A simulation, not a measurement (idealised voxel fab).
Name of the process module below: voxel lift off
This is section cut - it's 285 nm across, gridded in 5 nm square cells.
Format of a cross-section: grid, square cells. Given as bands. Order: top down. Band: one or more rows of cells. Read a band's entry like this: the first values are the height of its top and the height of its bottom in nm, and what follows is the sequence of materials from left to right, each with its width in nm. Note that "blank" is empty space, and that a single material marked "everywhere" reaches across the band from edge to edge. Basically, 0 is our baseline, since under it the wafer straight out of the box is all one material. The bottom band has no lower end and keeps on going down, so it looks like "top 0, no bottom". Width spec "30..40" -> top row of cells at first value, bottom row at second value, equal per-row change in between. Take "nothing changed" at face value: in the step it is given for, the cross-section changed in none of its cells. "Completely enclosed voids": sealed empty spaces, 8 cells or more, no open way to top, listed width x height at distance, with distance from the left edge and width, height and distance in nm. Where a step's line continues beyond its settings, the continuation is a remark by the simulator itself on that step. overlay nm: where the mask lay relative to plan, measured to the right, on steps with a mask; negatives go left.

# Here's what the planned process steps look like
1: op RECEIVE | material Si
2: op CONFORMAL_DEP | material Al2O3 | thk nm 15
3: op PATTERN | tone open | mask id LINES | material resist | width nm 25 | pitch nm 40 | thk nm 20 | overlay nm 0
4: op DIRECTIONAL_DEP | material Ru | thk nm 5
5: op STRIP | etch materials resist
6: op CONFORMAL_DEP | material SiO2 | thk nm 10

# Below: the first of two wafers, run as planned

# Cross-section of the wafer at receipt, which is the condition after step 1
> top 0, no bottom  Si everywhere
> Completely enclosed voids: none

# The wafer, seen in cross-section, after step 2
> top 15, bottom 0  Al2O3 everywhere
> Nothing below the height 0 has changed.

# The wafer, seen in cross-section, after step 3
> top 35, bottom 15  110 nm resist / 25 nm blank / 15 nm resist / 25 nm blank / 110 nm resist
> Nothing below the height 15 has changed.

# The wafer, seen in cross-section, after step 4
> top 40, bottom 35  110 nm Ru / 25 nm blank / 15 nm Ru / 25 nm blank / 110 nm Ru
> top 35, bottom 20  110 nm resist / 25 nm blank / 15 nm resist / 25 nm blank / 110 nm resist
> top 20, bottom 15  110 nm resist / 25 nm Ru / 15 nm resist / 25 nm Ru / 110 nm resist
> Nothing below the height 15 has changed.

# The wafer, seen in cross-section, after step 5
> top 20, bottom 15  110 nm blank / 25 nm Ru / 15 nm blank / 25 nm Ru / 110 nm blank
> Nothing below the height 15 has changed.

# The wafer, seen in cross-section, after step 6
> top 30, bottom 25  100 nm blank / 85 nm SiO2 / 100 nm blank
> top 25, bottom 20  SiO2 everywhere
> top 20, bottom 15  110 nm SiO2 / 25 nm Ru / 15 nm SiO2 / 25 nm Ru / 110 nm SiO2
> Nothing below the height 15 has changed.

# Notes, second wafer: start = first wafer's, plan = first wafer's, execution had one mistake; history identical to first through step 1

# Here is the second wafer in cross-section at the point where step 2 of the plan should have been done
> top 30, bottom 0  Al2O3 everywhere
> Nothing below the height 0 has changed.

# Here is the second wafer in cross-section at the point where step 3 of the plan should have been done
> top 50, bottom 30  110 nm resist / 25 nm blank / 15 nm resist / 25 nm blank / 110 nm resist
> Nothing below the height 30 has changed.

# Here is the second wafer in cross-section at the point where step 4 of the plan should have been done
> top 55, bottom 50  110 nm Ru / 25 nm blank / 15 nm Ru / 25 nm blank / 110 nm Ru
> top 50, bottom 35  110 nm resist / 25 nm blank / 15 nm resist / 25 nm blank / 110 nm resist
> top 35, bottom 30  110 nm resist / 25 nm Ru / 15 nm resist / 25 nm Ru / 110 nm resist
> Nothing below the height 30 has changed.

# Here is the second wafer in cross-section at the point where step 5 of the plan should have been done
> top 35, bottom 30  110 nm blank / 25 nm Ru / 15 nm blank / 25 nm Ru / 110 nm blank
> Nothing below the height 30 has changed.

# Here is the second wafer in cross-section at the point where step 6 of the plan should have been done
> top 45, bottom 40  100 nm blank / 85 nm SiO2 / 100 nm blank
> top 40, bottom 35  SiO2 everywhere
> top 35, bottom 30  110 nm SiO2 / 25 nm Ru / 15 nm SiO2 / 25 nm Ru / 110 nm SiO2
> Nothing below the height 30 has changed.
Against the plan, the run slipped here: step 2 of the plan was twice carried out
Once processing is complete, comparing cell counts shows that the second wafer has more or fewer of certain materials than the first: Al2O3: 171 more
